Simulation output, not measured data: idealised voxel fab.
The following is a process module called voxel wiring stack.
300 nm wide, 5 nm square cells: that's cross-section cut.
How to read a cross-section here: the picture is a grid of square cells, written as bands going from the top down, and any band can span one or more rows of cells. Top height, bottom height, nm. Materials left to right, width each, nm. Single material + "all across" = fills band edge to edge. "air" = empty. Convention: height 0 is the level below which the wafer, as received, is all one material. The lowest band does not terminate at the bottom but continues downward, represented as "0 nm and below". You'd read "30..40" like this: the band's top row of cells is as wide as the first number, its bottom row is as wide as the second, and going down, every row changes width by the same amount as the row before did. "left unchanged" means the step left every cell of the cross-section as it was. Voids not open to the top, 8 cells minimum: see "Enclosed void entries". Written width x height at distance; distance is from the left edge; nm. What comes after the settings on a step's line is commentary from the simulator itself on that step. You can add "overlay nm" to a step's line. For a step with a mask, it describes how far the mask lay to the right of its planned position, and a negative number describes a lay to the left. For the reader: what remains of this document is a series of pairs, each showing a cross-section before one process step and a cross-section after that step which reaches down only to the lowest band that changed, with the step between them and its settings set out under the pair. It should not be assumed that a pair continues from the pair above it; the pairs can come from different runs of this module on the same starting wafer, and such continuity exists only where the entry headed "Status before step" says so.
Status before step
85 nm to 75 nm = Cu all across
75 nm to 70 nm = 85 of TiN  20 of Cu  35 of TiN  20 of Cu  35 of TiN  20 of Cu  85 of TiN
70 nm to 55 nm = 80 of lowk  5 of TiN  20 of Cu  5 of TiN  25 of lowk  5 of TiN  20 of Cu  5 of TiN  25 of lowk  5 of TiN  20 of Cu  5 of TiN  80 of lowk
55 nm to 50 nm = 80 of lowk  5 of TiN  5 of Cu  20 of TiN  25 of lowk  5 of TiN  5 of Cu  20 of TiN  25 of lowk  5 of TiN  5 of Cu  20 of TiN  80 of lowk
50 nm to 40 nm = 80 of lowk  5 of TiN  5 of Cu  5 of TiN  40 of lowk  5 of TiN  5 of Cu  5 of TiN  40 of lowk  5 of TiN  5 of Cu  5 of TiN  95 of lowk
40 nm to 35 nm = 80 of SiCN  15 of TiN  40 of SiCN  15 of TiN  40 of SiCN  15 of TiN  95 of SiCN
35 nm to 25 nm = Ru all across
25 nm to 20 nm = 85 of TiN  20 of Ru  35 of TiN  20 of Ru  35 of TiN  20 of Ru  85 of TiN
20 nm to 5 nm = 80 of SiO2  5 of TiN  20 of Ru  5 of TiN  25 of SiO2  5 of TiN  20 of Ru  5 of TiN  25 of SiO2  5 of TiN  20 of Ru  5 of TiN  80 of SiO2
5 nm to 0 nm = 80 of SiN  30 of TiN  25 of SiN  30 of TiN  25 of SiN  30 of TiN  80 of SiN
0 nm and below = Si all across
Enclosed void entries: none
Sectional Result
70 nm to 55 nm = 80 of lowk  5 of TiN  20 of Cu  5 of TiN  25 of lowk  5 of TiN  20 of Cu  5 of TiN  25 of lowk  5 of TiN  20 of Cu  5 of TiN  80 of lowk
Under the height 55 nothing was changed.
Enclosed void entries: none
Going from one cross-section above to the next, the wafer undergoes CMP with height nm 70
Status before step: per the after cross-section of the pair just above.
Sectional Result
75 nm to 70 nm = SiCN all across
Under the height 70 nothing was changed.
Enclosed void entries: none
Going from one cross-section above to the next, the wafer undergoes CONFORMAL_DEP with material SiCN, thk nm 5
Status before step: per the after cross-section of the pair just above.
Sectional Result
105 nm to 75 nm = SiO2 all across
Under the height 75 nothing was changed.
Enclosed void entries: none
Going from one cross-section above to the next, the wafer undergoes DIRECTIONAL_DEP with material SiO2, thk nm 30
Status before step: per the after cross-section of the pair just above.
Sectional Result
105 nm to 75 nm = 80 of SiO2  15 of air  40 of SiO2  15 of air  40 of SiO2  15 of air  95 of SiO2
Under the height 75 nothing was changed.
Enclosed void entries: none
Going from one cross-section above to the next, the wafer undergoes MASKED_ETCH with tone open, mask id METAL_3_HOLES, width nm 15, pitch nm 55, etch materials SiO2, depth nm 30, overlay nm 0
Status before step: per the after cross-section of the pair just above.
Sectional Result
105 nm to 85 nm = 80 of SiO2  30 of air  25 of SiO2  30 of air  25 of SiO2  30 of air  80 of SiO2
Under the height 85 nothing was changed.
Enclosed void entries: none
Going from one cross-section above to the next, the wafer undergoes MASKED_ETCH with tone open, mask id METAL_3, width nm 30, pitch nm 55, etch materials SiO2, depth nm 20, overlay nm 0
Status before step: per the after cross-section of the pair just above.
Sectional Result
105 nm to 85 nm = 80 of SiO2  30 of air  25 of SiO2  30 of air  25 of SiO2  30 of air  80 of SiO2
85 nm to 75 nm = 80 of SiO2  15 of air  40 of SiO2  15 of air  40 of SiO2  15 of air  95 of SiO2
75 nm to 70 nm = 80 of SiCN  15 of air  40 of SiCN  15 of air  40 of SiCN  15 of air  95 of SiCN
Under the height 70 nothing was changed.
Enclosed void entries: none
Going from one cross-section above to the next, the wafer undergoes MASKED_ETCH with tone open, mask id METAL_3, width nm 30, pitch nm 55, etch materials SiCN, depth nm 5, overlay nm 0
Status before step: per the after cross-section of the pair just above.
Sectional Result
110 nm to 105 nm = 85 of TiN  20 of air  35 of TiN  20 of air  35 of TiN  20 of air  85 of TiN
105 nm to 90 nm = 80 of SiO2  5 of TiN  20 of air  5 of TiN  25 of SiO2  5 of TiN  20 of air  5 of TiN  25 of SiO2  5 of TiN  20 of air  5 of TiN  80 of SiO2
90 nm to 85 nm = 80 of SiO2  5 of TiN  5 of air  20 of TiN  25 of SiO2  5 of TiN  5 of air  20 of TiN  25 of SiO2  5 of TiN  5 of air  20 of TiN  80 of SiO2
85 nm to 75 nm = 80 of SiO2  5 of TiN  5 of air  5 of TiN  40 of SiO2  5 of TiN  5 of air  5 of TiN  40 of SiO2  5 of TiN  5 of air  5 of TiN  95 of SiO2
75 nm to 70 nm = 80 of SiCN  15 of TiN  40 of SiCN  15 of TiN  40 of SiCN  15 of TiN  95 of SiCN
Under the height 70 nothing was changed.
Enclosed void entries: none
Going from one cross-section above to the next, the wafer undergoes CONFORMAL_DEP with material TiN, thk nm 5
Status before step: per the after cross-section of the pair just above.
Sectional Result
115 nm to 110 nm = Cu all across
110 nm to 105 nm = 85 of TiN  20 of Cu  35 of TiN  20 of Cu  35 of TiN  20 of Cu  85 of TiN
105 nm to 90 nm = 80 of SiO2  5 of TiN  20 of Cu  5 of TiN  25 of SiO2  5 of TiN  20 of Cu  5 of TiN  25 of SiO2  5 of TiN  20 of Cu  5 of TiN  80 of SiO2
90 nm to 85 nm = 80 of SiO2  5 of TiN  5 of Cu  20 of TiN  25 of SiO2  5 of TiN  5 of Cu  20 of TiN  25 of SiO2  5 of TiN  5 of Cu  20 of TiN  80 of SiO2
85 nm to 75 nm = 80 of SiO2  5 of TiN  5 of Cu  5 of TiN  40 of SiO2  5 of TiN  5 of Cu  5 of TiN  40 of SiO2  5 of TiN  5 of Cu  5 of TiN  95 of SiO2
Under the height 75 nothing was changed.
Enclosed void entries: none
Going from one cross-section above to the next, the wafer undergoes FILL_DEP with material Cu, thk nm 5
Status before step: per the after cross-section of the pair just above.
Sectional Result
105 nm to 90 nm = 80 of SiO2  5 of TiN  20 of Cu  5 of TiN  25 of SiO2  5 of TiN  20 of Cu  5 of TiN  25 of SiO2  5 of TiN  20 of Cu  5 of TiN  80 of SiO2
Under the height 90 nothing was changed.
Enclosed void entries: none
Going from one cross-section above to the next, the wafer undergoes CMP with height nm 105
Status before step: per the after cross-section of the pair just above.
Sectional Result
110 nm to 105 nm = SiCN all across
Under the height 105 nothing was changed.
Enclosed void entries: none
Going from one cross-section above to the next, the wafer undergoes CONFORMAL_DEP with material SiCN, thk nm 5
Status before step: per the after cross-section of the pair just above.
Sectional Result
140 nm to 110 nm = lowk all across
Under the height 110 nothing was changed.
Enclosed void entries: none
Going from one cross-section above to the next, the wafer undergoes DIRECTIONAL_DEP with material lowk, thk nm 30
Status before step: per the after cross-section of the pair just above.
Sectional Result
140 nm to 110 nm = 80 of lowk  15 of air  40 of lowk  15 of air  40 of lowk  15 of air  95 of lowk
Under the height 110 nothing was changed.
Enclosed void entries: none
Going from one cross-section above to the next, the wafer undergoes MASKED_ETCH with tone open, mask id METAL_4_HOLES, width nm 15, pitch nm 55, etch materials lowk, depth nm 30, overlay nm 0
Status before step: per the after cross-section of the pair just above.
Sectional Result
150 nm to 140 nm = 80 of aC  15 of air  40 of aC  15 of air  40 of aC  15 of air  95 of aC
140 nm to 120 nm = 80 of lowk  15 of air  40 of lowk  15 of air  40 of lowk  15 of air  95 of lowk
120 nm to 110 nm = 80 of lowk  15 of aC  40 of lowk  15 of aC  40 of lowk  15 of aC  95 of lowk
Under the height 110 nothing was changed.
Enclosed void entries: none
Going from one cross-section above to the next, the wafer undergoes DIRECTIONAL_DEP with material aC, thk nm 10
Status before step: per the after cross-section of the pair just above.
Sectional Result
180 nm to 150 nm = 80 of resist  30 of air  25 of resist  30 of air  25 of resist  30 of air  80 of resist
Under the height 150 nothing was changed.
Enclosed void entries: none
Going from one cross-section above to the next, the wafer undergoes PATTERN with tone open, mask id METAL_4, material resist, width nm 30, pitch nm 55, thk nm 30, overlay nm 0
Status before step: per the after cross-section of the pair just above.
Sectional Result
170 nm to 150 nm = 80 of resist  30 of air  25 of resist  30 of air  25 of resist  30 of air  80 of resist
150 nm to 140 nm = 80 of aC  30 of air  25 of aC  30 of air  25 of aC  30 of air  80 of aC
140 nm to 110 nm = 80 of lowk  15 of air  40 of lowk  15 of air  40 of lowk  15 of air  95 of lowk
Under the height 110 nothing was changed.
Enclosed void entries: none
Going from one cross-section above to the next, the wafer undergoes DIRECTIONAL_ETCH with etch materials aC, depth nm 10
Status before step: per the after cross-section of the pair just above.
Sectional Result
150 nm to 140 nm = 80 of aC  30 of air  25 of aC  30 of air  25 of aC  30 of air  80 of aC
Under the height 140 nothing was changed.
Enclosed void entries: none
Going from one cross-section above to the next, the wafer undergoes STRIP with etch materials resist
Status before step: per the after cross-section of the pair just above.
Sectional Result
150 nm to 140 nm = 80 of aC  30 of air  25 of aC  30 of air  25 of aC  30 of air  80 of aC
140 nm to 120 nm = 80 of lowk  30 of air  25 of lowk  30 of air  25 of lowk  30 of air  80 of lowk
Under the height 120 nothing was changed.
Enclosed void entries: none
Going from one cross-section above to the next, the wafer undergoes DIRECTIONAL_ETCH with etch materials lowk, depth nm 20
Status before step: per the after cross-section of the pair just above.
Sectional Result
150 nm to 140 nm = 80 of aC  30 of air  25 of aC  30 of air  25 of aC  30 of air  80 of aC
140 nm to 120 nm = 80 of lowk  30 of air  25 of lowk  30 of air  25 of lowk  30 of air  80 of lowk
120 nm to 110 nm = 80 of lowk  15 of air  40 of lowk  15 of air  40 of lowk  15 of air  95 of lowk
110 nm to 105 nm = 80 of SiCN  15 of air  40 of SiCN  15 of air  40 of SiCN  15 of air  95 of SiCN
Under the height 105 nothing was changed.
Enclosed void entries: none
Going from one cross-section above to the next, the wafer undergoes DIRECTIONAL_ETCH with etch materials SiCN, depth nm 5
Status before step: per the after cross-section of the pair just above.
Sectional Result
140 nm to 120 nm = 80 of lowk  30 of air  25 of lowk  30 of air  25 of lowk  30 of air  80 of lowk
Under the height 120 nothing was changed.
Enclosed void entries: none
Going from one cross-section above to the next, the wafer undergoes STRIP with etch materials aC
Status before step: per the after cross-section of the pair just above.
Sectional Result
145 nm to 140 nm = 85 of TiN  20 of air  35 of TiN  20 of air  35 of TiN  20 of air  85 of TiN
140 nm to 125 nm = 80 of lowk  5 of TiN  20 of air  5 of TiN  25 of lowk  5 of TiN  20 of air  5 of TiN  25 of lowk  5 of TiN  20 of air  5 of TiN  80 of lowk
125 nm to 120 nm = 80 of lowk  5 of TiN  5 of air  20 of TiN  25 of lowk  5 of TiN  5 of air  20 of TiN  25 of lowk  5 of TiN  5 of air  20 of TiN  80 of lowk
120 nm to 110 nm = 80 of lowk  5 of TiN  5 of air  5 of TiN  40 of lowk  5 of TiN  5 of air  5 of TiN  40 of lowk  5 of TiN  5 of air  5 of TiN  95 of lowk
110 nm to 105 nm = 80 of SiCN  15 of TiN  40 of SiCN  15 of TiN  40 of SiCN  15 of TiN  95 of SiCN
Under the height 105 nothing was changed.
Enclosed void entries: none
Going from one cross-section above to the next, the wafer undergoes CONFORMAL_DEP with material TiN, thk nm 5
Status before step: per the after cross-section of the pair just above.
Sectional Result
150 nm to 145 nm = Cu all across
145 nm to 140 nm = 85 of TiN  20 of Cu  35 of TiN  20 of Cu  35 of TiN  20 of Cu  85 of TiN
140 nm to 125 nm = 80 of lowk  5 of TiN  20 of Cu  5 of TiN  25 of lowk  5 of TiN  20 of Cu  5 of TiN  25 of lowk  5 of TiN  20 of Cu  5 of TiN  80 of lowk
125 nm to 120 nm = 80 of lowk  5 of TiN  5 of Cu  20 of TiN  25 of lowk  5 of TiN  5 of Cu  20 of TiN  25 of lowk  5 of TiN  5 of Cu  20 of TiN  80 of lowk
120 nm to 110 nm = 80 of lowk  5 of TiN  5 of Cu  5 of TiN  40 of lowk  5 of TiN  5 of Cu  5 of TiN  40 of lowk  5 of TiN  5 of Cu  5 of TiN  95 of lowk
Under the height 110 nothing was changed.
Enclosed void entries: none
Going from one cross-section above to the next, the wafer undergoes FILL_DEP with material Cu, thk nm 5
Status before step: per the after cross-section of the pair just above.
Sectional Result
140 nm to 125 nm = 80 of lowk  5 of TiN  20 of Cu  5 of TiN  25 of lowk  5 of TiN  20 of Cu  5 of TiN  25 of lowk  5 of TiN  20 of Cu  5 of TiN  80 of lowk
Under the height 125 nothing was changed.
Enclosed void entries: none
Going from one cross-section above to the next, the wafer undergoes CMP with height nm 140
Status before step: per the after cross-section of the pair just above.
Sectional Result
145 nm to 140 nm = SiN all across
Under the height 140 nothing was changed.
Enclosed void entries: none
Going from one cross-section above to the next, the wafer undergoes CONFORMAL_DEP with material SiN, thk nm 5
Status before step
70 nm to 40 nm = lowk all across
40 nm to 35 nm = SiCN all across
35 nm to 20 nm = 80 of SiO2  5 of TiN  20 of Ru  5 of TiN  25 of SiO2  5 of TiN  20 of Ru  5 of TiN  25 of SiO2  5 of TiN  20 of Ru  5 of TiN  80 of SiO2
20 nm to 15 nm = 80 of SiN  30 of TiN  25 of SiN  30 of TiN  25 of SiN  30 of TiN  80 of SiN
15 nm to 0 nm = SiO2 all across
0 nm and below = Si all across
Enclosed void entries: none
Sectional Result
100 nm to 40 nm = lowk all across
Under the height 40 nothing was changed.
Enclosed void entries: none
Going from one cross-section above to the next, the wafer undergoes DIRECTIONAL_DEP with material lowk, thk nm 30
Status before step: per the after cross-section of the pair just above.
Sectional Result
120 nm to 100 nm = 80 of resist  30 of air  25 of resist  30 of air  25 of resist  30 of air  80 of resist
Under the height 100 nothing was changed.
Enclosed void entries: none
Going from one cross-section above to the next, the wafer undergoes PATTERN with tone open, mask id METAL_2, material resist, width nm 30, pitch nm 55, thk nm 20, overlay nm 0
Status before step: per the after cross-section of the pair just above.
Sectional Result
120 nm to 100 nm = 80 of resist  30 of air  25 of resist  30 of air  25 of resist  30 of air  80 of resist
100 nm to 80 nm = 80 of lowk  30 of air  25 of lowk  30 of air  25 of lowk  30 of air  80 of lowk
Under the height 80 nothing was changed.
Enclosed void entries: none
Going from one cross-section above to the next, the wafer undergoes DIRECTIONAL_ETCH with etch materials lowk, depth nm 20
Status before step: per the after cross-section of the pair just above.
Sectional Result
100 nm to 80 nm = 80 of lowk  30 of air  25 of lowk  30 of air  25 of lowk  30 of air  80 of lowk
Under the height 80 nothing was changed.
Enclosed void entries: none
Going from one cross-section above to the next, the wafer undergoes STRIP with etch materials resist
Status before step: per the after cross-section of the pair just above.
Sectional Result
100 nm to 80 nm = 80 of lowk  30 of air  25 of lowk  30 of air  25 of lowk  30 of air  80 of lowk
80 nm to 70 nm = 80 of lowk  15 of air  40 of lowk  15 of air  40 of lowk  15 of air  95 of lowk
Under the height 70 nothing was changed.
Enclosed void entries: none
Going from one cross-section above to the next, the wafer undergoes MASKED_ETCH with tone open, mask id METAL_2_HOLES, width nm 15, pitch nm 55, etch materials lowk, depth nm 10, overlay nm 0
Status before step: per the after cross-section of the pair just above.
Sectional Result
105 nm to 100 nm = 85 of TiN  20 of air  35 of TiN  20 of air  35 of TiN  20 of air  85 of TiN
100 nm to 85 nm = 80 of lowk  5 of TiN  20 of air  5 of TiN  25 of lowk  5 of TiN  20 of air  5 of TiN  25 of lowk  5 of TiN  20 of air  5 of TiN  80 of lowk
85 nm to 75 nm = 80 of lowk  5 of TiN  5 of air  20..5 of TiN  25..40 of lowk  5 of TiN  5 of air  20..5 of TiN  25..40 of lowk  5 of TiN  5 of air  20..5 of TiN  80..95 of lowk
75 nm to 70 nm = 80 of lowk  15 of TiN  40 of lowk  15 of TiN  40 of lowk  15 of TiN  95 of lowk
Under the height 70 nothing was changed.
Enclosed void entries: none
Going from one cross-section above to the next, the wafer undergoes CONFORMAL_DEP with material TiN, thk nm 5
Status before step: per the after cross-section of the pair just above.
Sectional Result
115 nm to 105 nm = Cu all across
105 nm to 100 nm = 85 of TiN  20 of Cu  35 of TiN  20 of Cu  35 of TiN  20 of Cu  85 of TiN
100 nm to 85 nm = 80 of lowk  5 of TiN  20 of Cu  5 of TiN  25 of lowk  5 of TiN  20 of Cu  5 of TiN  25 of lowk  5 of TiN  20 of Cu  5 of TiN  80 of lowk
85 nm to 75 nm = 80 of lowk  5 of TiN  5 of Cu  20..5 of TiN  25..40 of lowk  5 of TiN  5 of Cu  20..5 of TiN  25..40 of lowk  5 of TiN  5 of Cu  20..5 of TiN  80..95 of lowk
Under the height 75 nothing was changed.
Enclosed void entries: none
Going from one cross-section above to the next, the wafer undergoes FILL_DEP with material Cu, thk nm 10
Status before step: per the after cross-section of the pair just above.
Sectional Result
70 nm to 40 nm = lowk all across
Under the height 40 nothing was changed.
Enclosed void entries: none
Going from one cross-section above to the next, the wafer undergoes CMP with height nm 70
Status before step: per the after cross-section of the pair just above.
Sectional Result
75 nm to 70 nm = SiCN all across
Under the height 70 nothing was changed.
Enclosed void entries: none
Going from one cross-section above to the next, the wafer undergoes CONFORMAL_DEP with material SiCN, thk nm 5
Status before step: per the after cross-section of the pair just above.
Sectional Result
105 nm to 75 nm = SiO2 all across
Under the height 75 nothing was changed.
Enclosed void entries: none
Going from one cross-section above to the next, the wafer undergoes DIRECTIONAL_DEP with material SiO2, thk nm 30
Status before step: per the after cross-section of the pair just above.
Sectional Result
105 nm to 75 nm = 80 of SiO2  15 of air  40 of SiO2  15 of air  40 of SiO2  15 of air  95 of SiO2
Under the height 75 nothing was changed.
Enclosed void entries: none
Going from one cross-section above to the next, the wafer undergoes MASKED_ETCH with tone open, mask id METAL_3_HOLES, width nm 15, pitch nm 55, etch materials SiO2, depth nm 30, overlay nm 0
Status before step: per the after cross-section of the pair just above.
Sectional Result
105 nm to 85 nm = 80 of SiO2  30 of air  25 of SiO2  30 of air  25 of SiO2  30 of air  80 of SiO2
Under the height 85 nothing was changed.
Enclosed void entries: none
Going from one cross-section above to the next, the wafer undergoes MASKED_ETCH with tone open, mask id METAL_3, width nm 30, pitch nm 55, etch materials SiO2, depth nm 20, overlay nm 0
Status before step: per the after cross-section of the pair just above.
Sectional Result
105 nm to 85 nm = 80 of SiO2  30 of air  25 of SiO2  30 of air  25 of SiO2  30 of air  80 of SiO2
85 nm to 75 nm = 80 of SiO2  15 of air  40 of SiO2  15 of air  40 of SiO2  15 of air  95 of SiO2
75 nm to 70 nm = 80 of SiCN  15 of air  40 of SiCN  15 of air  40 of SiCN  15 of air  95 of SiCN
Under the height 70 nothing was changed.
Enclosed void entries: none
Going from one cross-section above to the next, the wafer undergoes MASKED_ETCH with tone open, mask id METAL_3, width nm 30, pitch nm 55, etch materials SiCN, depth nm 5, overlay nm 0
Status before step: per the after cross-section of the pair just above.
Sectional Result
110 nm to 105 nm = 85 of TiN  20 of air  35 of TiN  20 of air  35 of TiN  20 of air  85 of TiN
105 nm to 90 nm = 80 of SiO2  5 of TiN  20 of air  5 of TiN  25 of SiO2  5 of TiN  20 of air  5 of TiN  25 of SiO2  5 of TiN  20 of air  5 of TiN  80 of SiO2
90 nm to 85 nm = 80 of SiO2  5 of TiN  5 of air  20 of TiN  25 of SiO2  5 of TiN  5 of air  20 of TiN  25 of SiO2  5 of TiN  5 of air  20 of TiN  80 of SiO2
85 nm to 75 nm = 80 of SiO2  5 of TiN  5 of air  5 of TiN  40 of SiO2  5 of TiN  5 of air  5 of TiN  40 of SiO2  5 of TiN  5 of air  5 of TiN  95 of SiO2
75 nm to 70 nm = 80 of SiCN  15 of TiN  40 of SiCN  15 of TiN  40 of SiCN  15 of TiN  95 of SiCN
Under the height 70 nothing was changed.
Enclosed void entries: none
Going from one cross-section above to the next, the wafer undergoes CONFORMAL_DEP with material TiN, thk nm 5
Status before step: per the after cross-section of the pair just above.
Sectional Result
115 nm to 110 nm = Cu all across
110 nm to 105 nm = 85 of TiN  20 of Cu  35 of TiN  20 of Cu  35 of TiN  20 of Cu  85 of TiN
105 nm to 90 nm = 80 of SiO2  5 of TiN  20 of Cu  5 of TiN  25 of SiO2  5 of TiN  20 of Cu  5 of TiN  25 of SiO2  5 of TiN  20 of Cu  5 of TiN  80 of SiO2
90 nm to 85 nm = 80 of SiO2  5 of TiN  5 of Cu  20 of TiN  25 of SiO2  5 of TiN  5 of Cu  20 of TiN  25 of SiO2  5 of TiN  5 of Cu  20 of TiN  80 of SiO2
85 nm to 75 nm = 80 of SiO2  5 of TiN  5 of Cu  5 of TiN  40 of SiO2  5 of TiN  5 of Cu  5 of TiN  40 of SiO2  5 of TiN  5 of Cu  5 of TiN  95 of SiO2
Under the height 75 nothing was changed.
Enclosed void entries: none
Going from one cross-section above to the next, the wafer undergoes FILL_DEP with material Cu, thk nm 5
Status before step: per the after cross-section of the pair just above.
Sectional Result
105 nm to 90 nm = 80 of SiO2  5 of TiN  20 of Cu  5 of TiN  25 of SiO2  5 of TiN  20 of Cu  5 of TiN  25 of SiO2  5 of TiN  20 of Cu  5 of TiN  80 of SiO2
Under the height 90 nothing was changed.
Enclosed void entries: none
Going from one cross-section above to the next, the wafer undergoes CMP with height nm 105
Status before step: per the after cross-section of the pair just above.
Sectional Result
110 nm to 105 nm = SiCN all across
Under the height 105 nothing was changed.
Enclosed void entries: none
Going from one cross-section above to the next, the wafer undergoes CONFORMAL_DEP with material SiCN, thk nm 5
Status before step: per the after cross-section of the pair just above.
Sectional Result
140 nm to 110 nm = lowk all across
Under the height 110 nothing was changed.
Enclosed void entries: none
Going from one cross-section above to the next, the wafer undergoes DIRECTIONAL_DEP with material lowk, thk nm 30
Status before step: per the after cross-section of the pair just above.
Sectional Result
140 nm to 110 nm = 80 of lowk  15 of air  40 of lowk  15 of air  40 of lowk  15 of air  95 of lowk
Under the height 110 nothing was changed.
Enclosed void entries: none
Going from one cross-section above to the next, the wafer undergoes MASKED_ETCH with tone open, mask id METAL_4_HOLES, width nm 15, pitch nm 55, etch materials lowk, depth nm 30, overlay nm 0
Status before step: per the after cross-section of the pair just above.
Sectional Result
150 nm to 140 nm = 80 of aC  15 of air  40 of aC  15 of air  40 of aC  15 of air  95 of aC
140 nm to 120 nm = 80 of lowk  15 of air  40 of lowk  15 of air  40 of lowk  15 of air  95 of lowk
120 nm to 110 nm = 80 of lowk  15 of aC  40 of lowk  15 of aC  40 of lowk  15 of aC  95 of lowk
Under the height 110 nothing was changed.
Enclosed void entries: none
Going from one cross-section above to the next, the wafer undergoes DIRECTIONAL_DEP with material aC, thk nm 10
Status before step: per the after cross-section of the pair just above.
Sectional Result
180 nm to 150 nm = 80 of resist  30 of air  25 of resist  30 of air  25 of resist  30 of air  80 of resist
Under the height 150 nothing was changed.
Enclosed void entries: none
Going from one cross-section above to the next, the wafer undergoes PATTERN with tone open, mask id METAL_4, material resist, width nm 30, pitch nm 55, thk nm 30, overlay nm 0
Status before step: per the after cross-section of the pair just above.
Sectional Result
170 nm to 150 nm = 80 of resist  30 of air  25 of resist  30 of air  25 of resist  30 of air  80 of resist
150 nm to 140 nm = 80 of aC  30 of air  25 of aC  30 of air  25 of aC  30 of air  80 of aC
140 nm to 110 nm = 80 of lowk  15 of air  40 of lowk  15 of air  40 of lowk  15 of air  95 of lowk
Under the height 110 nothing was changed.
Enclosed void entries: none
Going from one cross-section above to the next, the wafer undergoes DIRECTIONAL_ETCH with etch materials aC, depth nm 10
Status before step: per the after cross-section of the pair just above.
Sectional Result
150 nm to 140 nm = 80 of aC  30 of air  25 of aC  30 of air  25 of aC  30 of air  80 of aC
Under the height 140 nothing was changed.
Enclosed void entries: none
Going from one cross-section above to the next, the wafer undergoes STRIP with etch materials resist
Status before step: per the after cross-section of the pair just above.
Sectional Result
150 nm to 140 nm = 80 of aC  30 of air  25 of aC  30 of air  25 of aC  30 of air  80 of aC
140 nm to 120 nm = 80 of lowk  30 of air  25 of lowk  30 of air  25 of lowk  30 of air  80 of lowk
Under the height 120 nothing was changed.
Enclosed void entries: none
Going from one cross-section above to the next, the wafer undergoes DIRECTIONAL_ETCH with etch materials lowk, depth nm 20
Status before step: per the after cross-section of the pair just above.
Sectional Result
150 nm to 140 nm = 80 of aC  30 of air  25 of aC  30 of air  25 of aC  30 of air  80 of aC
140 nm to 120 nm = 80 of lowk  30 of air  25 of lowk  30 of air  25 of lowk  30 of air  80 of lowk
120 nm to 110 nm = 80 of lowk  15 of air  40 of lowk  15 of air  40 of lowk  15 of air  95 of lowk
110 nm to 105 nm = 80 of SiCN  15 of air  40 of SiCN  15 of air  40 of SiCN  15 of air  95 of SiCN
Under the height 105 nothing was changed.
Enclosed void entries: none
Going from one cross-section above to the next, the wafer undergoes DIRECTIONAL_ETCH with etch materials SiCN, depth nm 5
Status before step: per the after cross-section of the pair just above.
Sectional Result
140 nm to 120 nm = 80 of lowk  30 of air  25 of lowk  30 of air  25 of lowk  30 of air  80 of lowk
Under the height 120 nothing was changed.
Enclosed void entries: none
Going from one cross-section above to the next, the wafer undergoes STRIP with etch materials aC
Status before step: per the after cross-section of the pair just above.
Sectional Result
145 nm to 140 nm = 85 of TiN  20 of air  35 of TiN  20 of air  35 of TiN  20 of air  85 of TiN
140 nm to 125 nm = 80 of lowk  5 of TiN  20 of air  5 of TiN  25 of lowk  5 of TiN  20 of air  5 of TiN  25 of lowk  5 of TiN  20 of air  5 of TiN  80 of lowk
125 nm to 120 nm = 80 of lowk  5 of TiN  5 of air  20 of TiN  25 of lowk  5 of TiN  5 of air  20 of TiN  25 of lowk  5 of TiN  5 of air  20 of TiN  80 of lowk
120 nm to 110 nm = 80 of lowk  5 of TiN  5 of air  5 of TiN  40 of lowk  5 of TiN  5 of air  5 of TiN  40 of lowk  5 of TiN  5 of air  5 of TiN  95 of lowk
110 nm to 105 nm = 80 of SiCN  15 of TiN  40 of SiCN  15 of TiN  40 of SiCN  15 of TiN  95 of SiCN
Under the height 105 nothing was changed.
Enclosed void entries: none
Going from one cross-section above to the next, the wafer undergoes CONFORMAL_DEP with material TiN, thk nm 5
Status before step: per the after cross-section of the pair just above.
Sectional Result
150 nm to 145 nm = Cu all across
145 nm to 140 nm = 85 of TiN  20 of Cu  35 of TiN  20 of Cu  35 of TiN  20 of Cu  85 of TiN
140 nm to 125 nm = 80 of lowk  5 of TiN  20 of Cu  5 of TiN  25 of lowk  5 of TiN  20 of Cu  5 of TiN  25 of lowk  5 of TiN  20 of Cu  5 of TiN  80 of lowk
125 nm to 120 nm = 80 of lowk  5 of TiN  5 of Cu  20 of TiN  25 of lowk  5 of TiN  5 of Cu  20 of TiN  25 of lowk  5 of TiN  5 of Cu  20 of TiN  80 of lowk
120 nm to 110 nm = 80 of lowk  5 of TiN  5 of Cu  5 of TiN  40 of lowk  5 of TiN  5 of Cu  5 of TiN  40 of lowk  5 of TiN  5 of Cu  5 of TiN  95 of lowk
Under the height 110 nothing was changed.
Enclosed void entries: none
Going from one cross-section above to the next, the wafer undergoes FILL_DEP with material Cu, thk nm 5
Status before step: per the after cross-section of the pair just above.
Sectional Result
140 nm to 125 nm = 80 of lowk  5 of TiN  20 of Cu  5 of TiN  25 of lowk  5 of TiN  20 of Cu  5 of TiN  25 of lowk  5 of TiN  20 of Cu  5 of TiN  80 of lowk
Under the height 125 nothing was changed.
Enclosed void entries: none
Going from one cross-section above to the next, the wafer undergoes CMP with height nm 140
Status before step: per the after cross-section of the pair just above.
Sectional Result
145 nm to 140 nm = SiN all across
Under the height 140 nothing was changed.
Enclosed void entries: none
Going from one cross-section above to the next, the wafer undergoes CONFORMAL_DEP with material SiN, thk nm 5
Status before step
5 nm to 0 nm = SiN all across
0 nm and below = Si all across
Enclosed void entries: none
Sectional Result
20 nm to 5 nm = SiO2 all across
Under the height 5 nothing was changed.
Enclosed void entries: none
Going from one cross-section above to the next, the wafer undergoes CONFORMAL_DEP with material SiO2, thk nm 15
Status before step: per the after cross-section of the pair just above.
Sectional Result
35 nm to 5 nm = SiO2 all across
Under the height 5 nothing was changed.
Enclosed void entries: none
Going from one cross-section above to the next, the wafer undergoes DIRECTIONAL_DEP with material SiO2, thk nm 15
Status before step: per the after cross-section of the pair just above.
Sectional Result
45 nm to 35 nm = aC all across
Under the height 35 nothing was changed.
Enclosed void entries: none
Going from one cross-section above to the next, the wafer undergoes DIRECTIONAL_DEP with material aC, thk nm 10
Status before step: per the after cross-section of the pair just above.
Sectional Result
70 nm to 45 nm = 80 of resist  30 of air  25 of resist  30 of air  25 of resist  30 of air  80 of resist
Under the height 45 nothing was changed.
Enclosed void entries: none
Going from one cross-section above to the next, the wafer undergoes PATTERN with tone open, mask id METAL_1, material resist, width nm 30, pitch nm 55, thk nm 25, overlay nm 0
Status before step: per the after cross-section of the pair just above.
Sectional Result
60 nm to 45 nm = 80 of resist  30 of air  25 of resist  30 of air  25 of resist  30 of air  80 of resist
45 nm to 35 nm = 80 of aC  30 of air  25 of aC  30 of air  25 of aC  30 of air  80 of aC
Under the height 35 nothing was changed.
Enclosed void entries: none
Going from one cross-section above to the next, the wafer undergoes DIRECTIONAL_ETCH with etch materials aC, depth nm 10
Status before step: per the after cross-section of the pair just above.
Sectional Result
45 nm to 35 nm = 80 of aC  30 of air  25 of aC  30 of air  25 of aC  30 of air  80 of aC
Under the height 35 nothing was changed.
Enclosed void entries: none
Going from one cross-section above to the next, the wafer undergoes STRIP with etch materials resist
